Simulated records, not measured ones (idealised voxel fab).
process module | voxel air gaps
cross-section cut | 235 nm wide | cells 5 nm
A cross-section is a grid of square cells, given in bands from the top down. A band is one or more rows of cells.
Each band's line starts with the height of the band's top and of its bottom, in nm. Then come its materials from left to right, each with its width in nm. One material with "throughout" fills the band from edge to edge. "air" is empty space.
Height 0 is the level under which the wafer as received is all one material. The lowest band goes on downwards, as in "0 down".
A width such as "30 to 40" changes by the same amount from each row of cells to the next, from the band's top row to its bottom row.
"no change" after a step means that no cell of the cross-section changed.
closed voids: empty space of 8 cells or more with no open way to the top, each as width x height at its distance from the left edge, in nm
after a step's settings: what the simulator itself notes on the step
overlay nm, on a step with a mask: how far to the right of its planned place the mask lay; to the left if negative
Each pair below shows a cross-section before one step and the cross-section after it, down to the lowest band that changed. The line under each pair gives the step between them, with its settings. The pairs can come from different runs of this module on the same starting wafer, so a pair continues from the pair above only where its "before" says so.
before
  65 to 55: Ru 30 | air 5 | Ru 50 | air 5 | Ru 50 | air 5 | Ru 50 | air 5 | Ru 35
  55 to 20: Cu 15 | TiN 5 | air 25 | TiN 5 | Cu 20 | TiN 5 | air 25 | TiN 5 | Cu 20 | TiN 5 | air 25 | TiN 5 | Cu 20 | TiN 5 | air 25 | TiN 5 | Cu 20
  20 to 15: TiN 20 | air 25 | TiN 30 | air 25 | TiN 30 | air 25 | TiN 30 | air 25 | TiN 25
  15 to 10: SiN throughout
  10 to 0: SiO2 throughout
  0 down: Si throughout
  closed voids: none
after
  70 to 65: SiCN throughout
  65 to 55: Ru 30 | SiCN 5 | Ru 50 | SiCN 5 | Ru 50 | SiCN 5 | Ru 50 | SiCN 5 | Ru 35
  55 to 50: Cu 15 | TiN 5 | SiCN 25 | TiN 5 | Cu 20 | TiN 5 | SiCN 25 | TiN 5 | Cu 20 | TiN 5 | SiCN 25 | TiN 5 | Cu 20 | TiN 5 | SiCN 25 | TiN 5 | Cu 20
  50 to 20: Cu 15 | TiN 5 | SiCN 5 | air 15 | SiCN 5 | TiN 5 | Cu 20 | TiN 5 | SiCN 5 | air 15 | SiCN 5 | TiN 5 | Cu 20 | TiN 5 | SiCN 5 | air 15 | SiCN 5 | TiN 5 | Cu 20 | TiN 5 | SiCN 5 | air 15 | SiCN 5 | TiN 5 | Cu 20
  20 to 15: TiN 20 | SiCN 25 | TiN 30 | SiCN 25 | TiN 30 | SiCN 25 | TiN 30 | SiCN 25 | TiN 25
  below 15: unchanged
  closed voids: 15 x 30 at 25; 15 x 30 at 80; 15 x 30 at 135; 15 x 30 at 190
the step between: op CONFORMAL_DEP | material SiCN | thk nm 5
